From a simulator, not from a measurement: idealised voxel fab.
Title: Process Module voxel self aligned vias
Section shown: cut. Width: 285 nm. Cell size: 5 nm, square.
Cross-section, as written here: a square-cell grid given band by band from the top down, where a band holds one or more rows of cells.
Band: top height; bottom height; in nm. Then, left to right: material with width in nm, for each material. "everywhere": a single material spanning edge to edge. "empty": empty space.
The level at which height equals 0 is the one under which the wafer, as it arrives, is entirely one material. No lower edge exists for the bottom band, which continues downward and is notated as in "0 -> down".
When a width is written as two numbers, as in "30..40", the first number is the width in the top row of cells of the band and the second is the width in its bottom row, and the width changes by the same amount from each row to the next.
Step marked "nothing was modified"? Then no cell in the cross-section changed in it.
Under "Sealed-off cavities" you'll find the enclosed gaps, the ones with no way out to the top, that are 8 cells or bigger; each reads width x height at distance, with distance counted from the left edge, everything in nm.
The remark found on a step's line after its settings is issued by the simulator itself and pertains to that step.
overlay nm: on a step with a mask, how far right of its planned place the mask lay; negative means left.

**Process steps foreseen in the plan**
| 1 | RECEIVE, material Si |
| 2 | CONFORMAL_DEP, material SiO2, thk nm 10 |
| 3 | CONFORMAL_DEP, material SiCN, thk nm 5 |
| 4 | DIRECTIONAL_DEP, material SiO2, thk nm 30 |
| 5 | DIRECTIONAL_DEP, material aC, thk nm 10 |
| 6 | PATTERN, tone open, mask id LINES, material resist, width nm 25, pitch nm 60, thk nm 25, overlay nm 0 |
| 7 | DIRECTIONAL_ETCH, etch materials aC, depth nm 10 |
| 8 | STRIP, etch materials resist |
| 9 | DIRECTIONAL_ETCH, etch materials SiO2, depth nm 30 |
| 10 | STRIP, etch materials aC |
| 11 | CONFORMAL_DEP, material TiN, thk nm 5 |
| 12 | FILL_DEP, material Ru, thk nm 10 |
| 13 | CMP, height nm 45 |
| 14 | SELECTIVE_ETCH, etch materials W Ru TiN, depth nm 10 |
| 15 | FILL_DEP, material SiN, thk nm 10 |
| 16 | CMP, height nm 45 |
| 17 | DIRECTIONAL_DEP, material SiO2, thk nm 20 |
| 18 | DIRECTIONAL_DEP, material aC, thk nm 10 |
| 19 | PATTERN, tone open, mask id VIAS, material resist, width nm 45, pitch nm 60, thk nm 30, overlay nm 0 |
| 20 | DIRECTIONAL_ETCH, etch materials aC, depth nm 10 |
| 21 | STRIP, etch materials resist |
| 22 | DIRECTIONAL_ETCH, etch materials SiO2, depth nm 20 |
| 23 | DIRECTIONAL_ETCH, etch materials SiN, depth nm 10 |
| 24 | STRIP, etch materials aC |
| 25 | CONFORMAL_DEP, material TiN, thk nm 5 |
| 26 | FILL_DEP, material Cu, thk nm 5 |
| 27 | CMP, height nm 65 |
| 28 | CONFORMAL_DEP, material SiN, thk nm 5 |

**As-received wafer cross-section (after step 1)**
* 0 -> down  Si everywhere
* Sealed-off cavities: none

**End-of-module cross-section of the first of two wafers, processed as planned**
* 70 -> 65  SiN everywhere
* 65 -> 50  SiO2 60  TiN 5  Cu 35  TiN 5  SiO2 15  TiN 5  Cu 35  TiN 5  SiO2 15  TiN 5  Cu 35  TiN 5  SiO2 60
* 50 -> 40  SiO2 60..70  TiN 15..5  Cu 15  TiN 15..5  SiO2 15..35  TiN 15..5  Cu 15  TiN 15..5  SiO2 15..35  TiN 15..5  Cu 15  TiN 15..5  SiO2 60..70
* 40 -> 35  SiO2 70  TiN 25  SiO2 35  TiN 25  SiO2 35  TiN 25  SiO2 70
* 35 -> 20  SiO2 70  TiN 5  Ru 15  TiN 5  SiO2 35  TiN 5  Ru 15  TiN 5  SiO2 35  TiN 5  Ru 15  TiN 5  SiO2 70
* 20 -> 15  SiO2 70  TiN 25  SiO2 35  TiN 25  SiO2 35  TiN 25  SiO2 70
* 15 -> 10  SiCN everywhere
* 10 -> 0  SiO2 everywhere
* 0 -> down  Si everywhere
* Sealed-off cavities: none

**Wafer two (of two), end-of-module cross-section: start = wafer one, plan = wafer one, one run mistake**
* 70 -> 65  SiN everywhere
* 65 -> 50  SiO2 60  TiN 5  Cu 35  TiN 5  SiO2 15  TiN 5  Cu 35  TiN 5  SiO2 15  TiN 5  Cu 35  TiN 5  SiO2 60
* 50 -> 40  SiO2 60..70  TiN 15..5  Cu 20  TiN 10..5  SiO2 15..30  TiN 15..5  Cu 20  TiN 10..5  SiO2 15..30  TiN 15..5  Cu 20  TiN 10..5  SiO2 60..65
* 40 -> 35  SiO2 70  TiN 30  SiO2 30  TiN 30  SiO2 30  TiN 30  SiO2 65
* 35 -> 20  SiO2 70  TiN 5  Ru 20  TiN 5  SiO2 30  TiN 5  Ru 20  TiN 5  SiO2 30  TiN 5  Ru 20  TiN 5  SiO2 65
* 20 -> 15  SiO2 70  TiN 30  SiO2 30  TiN 30  SiO2 30  TiN 30  SiO2 65
* 15 -> 10  SiCN everywhere
* 10 -> 0  SiO2 everywhere
* 0 -> down  Si everywhere
* Sealed-off cavities: none
Want to know what went wrong? not per plan at step 6, really ran PATTERN, tone open, mask id LINES, material resist, width nm 30, pitch nm 60, thk nm 25, overlay nm 0
at the end the second wafer has, in cells: Cu: 6 more, Ru: 9 more, SiO2: 18 fewer, TiN: 3 more
